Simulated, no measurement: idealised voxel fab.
process module | voxel self aligned vias
cross-section cut | 235 nm wide | cells 5 nm
A cross-section is a grid of square cells, given in bands from the top down. A band is one or more rows of cells.
Each band's line starts with the height of the band's top and of its bottom, in nm. Then come its materials from left to right, each with its width in nm. One material with "throughout" fills the band from edge to edge. "air" is empty space.
Height 0 is the level under which the wafer as received is all one material. The lowest band goes on downwards, as in "0 down".
A width such as "30 to 40" changes by the same amount from each row of cells to the next, from the band's top row to its bottom row.
"no change" after a step means that no cell of the cross-section changed.
closed voids: empty space of 8 cells or more with no open way to the top, each as width x height at its distance from the left edge, in nm
after a step's settings: what the simulator itself notes on the step
overlay nm, on a step with a mask: how far to the right of its planned place the mask lay; to the left if negative
plan
1 op RECEIVE | material Si
2 op CONFORMAL_DEP | material SiO2 | thk nm 15
3 op CONFORMAL_DEP | material SiCN | thk nm 5
4 op DIRECTIONAL_DEP | material SiO2 | thk nm 30
5 op MASKED_ETCH | tone open | mask id LINES | width nm 30 | pitch nm 70 | etch materials SiO2 | depth nm 30 | overlay nm 0
6 op CONFORMAL_DEP | material TiN | thk nm 5
7 op FILL_DEP | material W | thk nm 10
8 op CMP | height nm 50
9 op SELECTIVE_ETCH | etch materials W Ru TiN | depth nm 10
10 op FILL_DEP | material SiN | thk nm 5
11 op CMP | height nm 50
12 op DIRECTIONAL_DEP | material SiO2 | thk nm 20
13 op PATTERN | tone open | mask id VIAS | material resist | width nm 50 | pitch nm 140 | thk nm 20 | overlay nm 0
14 op DIRECTIONAL_ETCH | etch materials SiO2 | depth nm 20
15 op DIRECTIONAL_ETCH | etch materials SiN | depth nm 10
16 op STRIP | etch materials resist
17 op CONFORMAL_DEP | material TiN | thk nm 5
18 op FILL_DEP | material W | thk nm 10
19 op CMP | height nm 70
20 op CONFORMAL_DEP | material SiN | thk nm 5
as received, after step 1
  0 down: Si throughout
  closed voids: none
first wafer at the end, as planned
  75 to 70: SiN throughout
  70 to 55: SiO2 20 | TiN 5 | W 40 | TiN 5 | SiO2 90 | TiN 5 | W 40 | TiN 5 | SiO2 25
  55 to 50: SiO2 20 | TiN 15 | W 20 | TiN 15 | SiO2 90 | TiN 15 | W 20 | TiN 15 | SiO2 25
  50 to 45: SiO2 30 | TiN 5 | W 20 | TiN 5 | SiO2 40 | SiN 30 | SiO2 40 | TiN 5 | W 20 | TiN 5 | SiO2 35
  45 to 40: SiO2 30 | TiN 30 | SiO2 40 | SiN 30 | SiO2 40 | TiN 30 | SiO2 35
  40 to 25: SiO2 30 | TiN 5 | W 20 | TiN 5 | SiO2 40 | TiN 5 | W 20 | TiN 5 | SiO2 40 | TiN 5 | W 20 | TiN 5 | SiO2 35
  25 to 20: SiO2 30 | TiN 30 | SiO2 40 | TiN 30 | SiO2 40 | TiN 30 | SiO2 35
  20 to 15: SiCN throughout
  15 to 0: SiO2 throughout
  0 down: Si throughout
  closed voids: none
second wafer at the end: like start, like plan, one mistake
  75 to 70: SiN throughout
  70 to 55: SiO2 20 | TiN 5 | W 40 | TiN 5 | SiO2 90 | TiN 5 | W 40 | TiN 5 | SiO2 25
  55 to 50: SiO2 20 | TiN 50 | SiO2 90 | TiN 50 | SiO2 25
  50 to 40: SiN 20 | TiN 10 | SiO2 30 | TiN 10 | SiN 30 | SiO2 30 | SiN 30 | TiN 10 | SiO2 30 | TiN 10 | SiN 25
  40 to 25: W 25 | TiN 5 | SiO2 30 | TiN 5 | W 30 | TiN 5 | SiO2 30 | TiN 5 | W 30 | TiN 5 | SiO2 30 | TiN 5 | W 30
  25 to 20: TiN 30 | SiO2 30 | TiN 40 | SiO2 30 | TiN 40 | SiO2 30 | TiN 35
  20 to 15: SiCN throughout
  15 to 0: SiO2 throughout
  0 down: Si throughout
  closed voids: none
what went wrong: step 5 ran as: op MASKED_ETCH | tone cover | mask id LINES | width nm 30 | pitch nm 70 | etch materials SiO2 | depth nm 30 | overlay nm 0
at the end the second wafer has, in cells: 30 more of SiN | 66 fewer of SiO2 | 19 more of TiN | 17 more of W
